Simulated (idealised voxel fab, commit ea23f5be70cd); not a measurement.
Process module heading - voxel lift off
Xsec cut, 150 nm wide, square cell size 5 nm.
How to read a cross-section here: the picture is a grid of square cells, written as bands going from the top down, and any band can span one or more rows of cells. Top, bottom (nm), then materials left to right with widths (nm); lone material tagged "full width" fills the whole band edge to edge; "air" = empty space. Heights are measured from 0, the level below which the as-received wafer is all one material; the lowest band has no bottom and continues downward, written as in "0..down". The two numbers in a width such as "30 to 40" mark its ends across the band: the first belongs to the top row of cells, the second to the bottom row, and from each row to the next the width moves by the same amount. Take "remained the same" at face value: in the step it is given for, the cross-section changed in none of its cells. The entry titled "Completely sealed voids" provides the empty spaces that have no open way to the top, restricted to those of 8 cells or more. Each is presented as width x height at distance, the distance being measured from the left edge, with all three in nm. Heads up: the bit after the settings on a step's line is the simulator's remark on that step. What "overlay nm" on a step's line means: if the step has a mask, that mask lay this far to the right of its planned place, or, when the value is negative, to the left.

**Here's what the planned process steps look like**
1) RECEIVE, material Si
2) CONFORMAL_DEP, material Al2O3, thk nm 10
3) PATTERN, tone open, mask id LINES, material resist, width nm 15, pitch nm 35, thk nm 25, overlay nm 0
4) DIRECTIONAL_DEP, material Ru, thk nm 10
5) STRIP, etch materials resist
6) CONFORMAL_DEP, material SiCN, thk nm 10

**Cross-section of the wafer upon arrival, representing the state reached after step 1**
- 0..down | Si full width
- Completely sealed voids: none

**Run as planned - first of the two wafers cross-sectioned at the end of the module**
- 30..20 | air 40 nm, SiCN 70 nm, air 40 nm
- 20..10 | SiCN 50 nm, Ru 15 nm, SiCN 20 nm, Ru 15 nm, SiCN 50 nm
- 10..0 | Al2O3 full width
- 0..down | Si full width
- Completely sealed voids: none

**Cross-sectional image of the second wafer of the two following completion of the module. Starting state and process plan were the same as for the first wafer; one execution error occurred**
- 35..25 | air 40 nm, SiCN 70 nm, air 40 nm
- 25..20 | air 40 nm, SiCN 10 nm, Ru 15 nm, SiCN 20 nm, Ru 15 nm, SiCN 10 nm, air 40 nm
- 20..10 | SiCN 50 nm, Ru 15 nm, SiCN 20 nm, Ru 15 nm, SiCN 50 nm
- 10..0 | Al2O3 full width
- 0..down | Si full width
- Completely sealed voids: none
Plan not followed: step 4 changed vs plan, executed as DIRECTIONAL_DEP, material Ru, thk nm 15
Final difference in cells, second wafer against first, listed per material as more or fewer: +6 Ru; +8 SiCN
